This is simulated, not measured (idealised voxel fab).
You're looking at the process module voxel released beams.
We display cut, a cross-section 225 nm in width whose square cells are each 5 nm.
Cross-section spec: square-cell grid; bands listed top down; each band is one or more rows. Top height, bottom height, nm. Materials left to right, width each, nm. Single material + "everywhere" = fills band edge to edge. "empty" = empty. Heads up on the height convention: 0 is the point under which the incoming wafer is all one material, and the lowest band has no bottom, it just keeps going down, like "0 -> down". When a width is written as two numbers, as in "30->40", the first number is the width in the top row of cells of the band and the second is the width in its bottom row, and the width changes by the same amount from each row to the next. The designation "same as before", where it is given for a processing step, indicates that no cell of the cross-section was altered in the course of that step. "Unvented internal voids" enumerates empty spaces isolated from the top, with no open way to it, that contain at least 8 cells, giving each as width x height at distance from the left edge, all three in nm. after a step's settings: what the simulator itself notes on the step. For masked steps, "overlay nm" on the step line gives how far right of plan the mask actually lay; a minus sign means it lay to the left.

### So here's the lineup of process steps we planned
1. RECEIVE: material Si
2. CONFORMAL_DEP: material Al2O3, thk nm 10
3. DIRECTIONAL_DEP: material SiO2, thk nm 15
4. MASKED_ETCH: tone open, mask id ANCHOR, width nm 45, etch materials SiO2, depth nm 15, overlay nm 0
5. CONFORMAL_DEP: material polySi, thk nm 15
6. MASKED_ETCH: tone cover, mask id BEAM, width nm 100, etch materials polySi, depth nm 15, overlay nm 0
7. STRIP: etch materials SiO2

### The first of the two wafers, which ran as planned

### Received-state cross-section, reflecting completion of step 1
> 0 -> down | Si everywhere
> Unvented internal voids: none

### Cross-section of the wafer subsequent to step 2
> 10 -> 0 | Al2O3 everywhere
> Below a height of 0, the structure has not been altered.

### Cross-section of the wafer subsequent to step 3
> 25 -> 10 | SiO2 everywhere
> Below a height of 10, the structure has not been altered.

### Cross-section of the wafer subsequent to step 4
> 25 -> 10 | SiO2 65 | empty 45 | SiO2 115
> Below a height of 10, the structure has not been altered.

### Cross-section of the wafer subsequent to step 5
> 40 -> 25 | polySi 80 | empty 15 | polySi 130
> 25 -> 10 | SiO2 65 | polySi 45 | SiO2 115
> Below a height of 10, the structure has not been altered.

### Cross-section of the wafer subsequent to step 6
> 40 -> 25 | empty 60 | polySi 20 | empty 15 | polySi 65 | empty 65
> Below a height of 25, the structure has not been altered.

### Cross-section of the wafer subsequent to step 7
> 40 -> 25 | empty 60 | polySi 20 | empty 15 | polySi 65 | empty 65
> 25 -> 10 | empty 65 | polySi 45 | empty 115
> Below a height of 10, the structure has not been altered.

### Now the other wafer: same start, same recipe, but we messed up one thing when running it. Up to and including step 5 it's the same as the first one

### Cross-section of the second wafer corresponding to the planned conclusion of step 6
> 40 -> 25 | empty 70 | polySi 10 | empty 15 | polySi 75 | empty 55
> Below a height of 25, the structure has not been altered.

### Cross-section of the second wafer corresponding to the planned conclusion of step 7
> 40 -> 25 | empty 70 | polySi 10 | empty 15 | polySi 75 | empty 55
> 25 -> 10 | empty 65 | polySi 45 | empty 115
> Below a height of 10, the structure has not been altered.
Which mistake was made when the wafer was run? step 6 was not run as planned; what actually ran was MASKED_ETCH: tone cover, mask id BEAM, width nm 100, etch materials polySi, depth nm 15, overlay nm 10
At the end, the second wafer has the same number of cells of each material as the first, but those cells sit in other places.
